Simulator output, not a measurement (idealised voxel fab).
Process module heading - voxel self aligned contacts
Cross-sectional view cut (width: 220 nm; square cell size: 5 nm).
When this document writes out a cross-section, it uses a grid of square cells and lists it as bands, beginning at the top and moving down, with a band standing for one or more rows of cells.
Each band's line starts with the height of the band's top and of its bottom, in nm. Then come its materials from left to right, each with its width in nm. One material with "full width" fills the band from edge to edge. "empty" is empty space.
Height reference: 0 = level under which incoming wafer is all one material. Lowest band: no bottom, runs on downward, e.g. "0 and below".
It should be noted that a width expressed as "30..40" varies in equal increments from row to row of cells within the band, taking the value of the first number at the top row and that of the second number at the bottom row.
When a step is marked "nothing got changed", none of the cells in the cross-section changed during that step.
The label "Closed void entries" introduces a list of the empty spaces, 8 cells or larger, that have no open way up to the top; each entry in it reads width x height at distance, where the distance is taken from the left edge and all three are stated in nm.
Post-settings text on a step line: simulator's own remark regarding the step.
overlay nm: mask right of planned place by this much (step with mask). Neg. = left.

# These are the steps we planned for the process
1: RECEIVE: material Si
2: OXIDIZE: depth nm 5
3: DIRECTIONAL_DEP: material polySi, thk nm 30
4: DIRECTIONAL_DEP: material SiN, thk nm 20
5: PATTERN: tone cover, mask id GATE, material resist, width nm 35, pitch nm 65, thk nm 15, overlay nm 0
6: DIRECTIONAL_ETCH: etch materials SiN, depth nm 20
7: DIRECTIONAL_ETCH: etch materials polySi, depth nm 30
8: STRIP: etch materials resist
9: CONFORMAL_DEP: material SiN, thk nm 5
10: DIRECTIONAL_ETCH: etch materials SiN, depth nm 5
11: FILL_DEP: material SiO2, thk nm 15
12: CMP: height nm 55
13: PATTERN: tone open, mask id CONTACT, material resist, width nm 50, pitch nm 65, thk nm 15, overlay nm 0
14: DIRECTIONAL_ETCH: etch materials SiO2, depth nm 60
15: STRIP: etch materials resist
16: CONFORMAL_DEP: material TiN, thk nm 5
17: FILL_DEP: material Ru, thk nm 10
18: CMP: height nm 55
19: CONFORMAL_DEP: material SiN, thk nm 5

# Delivered wafer in cross-section: state after step 1
0 and below = Si full width
Closed void entries: none

# Wafer cross-section at module end: first of two, run to plan
60 down to 55 = SiN full width
55 down to 50 = SiO2 (50) | TiN (20) | Ru (10) | TiN (20) | SiO2 (15) | TiN (20) | Ru (10) | TiN (20) | SiO2 (55)
50 down to 30 = SiO2 (20) | SiN (45) | TiN (5) | Ru (10) | TiN (5) | SiN (45) | TiN (5) | Ru (10) | TiN (5) | SiN (45) | SiO2 (25)
30 down to 0 = SiO2 (20) | SiN (5) | polySi (35) | SiN (5) | TiN (5) | Ru (10) | TiN (5) | SiN (5) | polySi (35) | SiN (5) | TiN (5) | Ru (10) | TiN (5) | SiN (5) | polySi (35) | SiN (5) | SiO2 (25)
0 down to -5 = SiO2 (65) | TiN (20) | SiO2 (45) | TiN (20) | SiO2 (70)
-5 and below = Si full width
Closed void entries: none

# second wafer at the end: like start, like plan, one mistake
60 down to 55 = SiN full width
55 down to 50 = SiO2 (20) | SiN (45) | TiN (20) | SiN (45) | TiN (20) | SiN (45) | SiO2 (25)
50 down to 30 = SiN full width
30 down to 0 = polySi full width
0 down to -5 = SiO2 full width
-5 and below = Si full width
Closed void entries: none
Against the plan, the run slipped here: execution of plan step 4 occurred twice
The second wafer ends with more or fewer cells of some materials than the first, per final count: 44 fewer of Ru | 59 more of SiN | 97 fewer of SiO2 | 56 fewer of TiN | 138 more of polySi
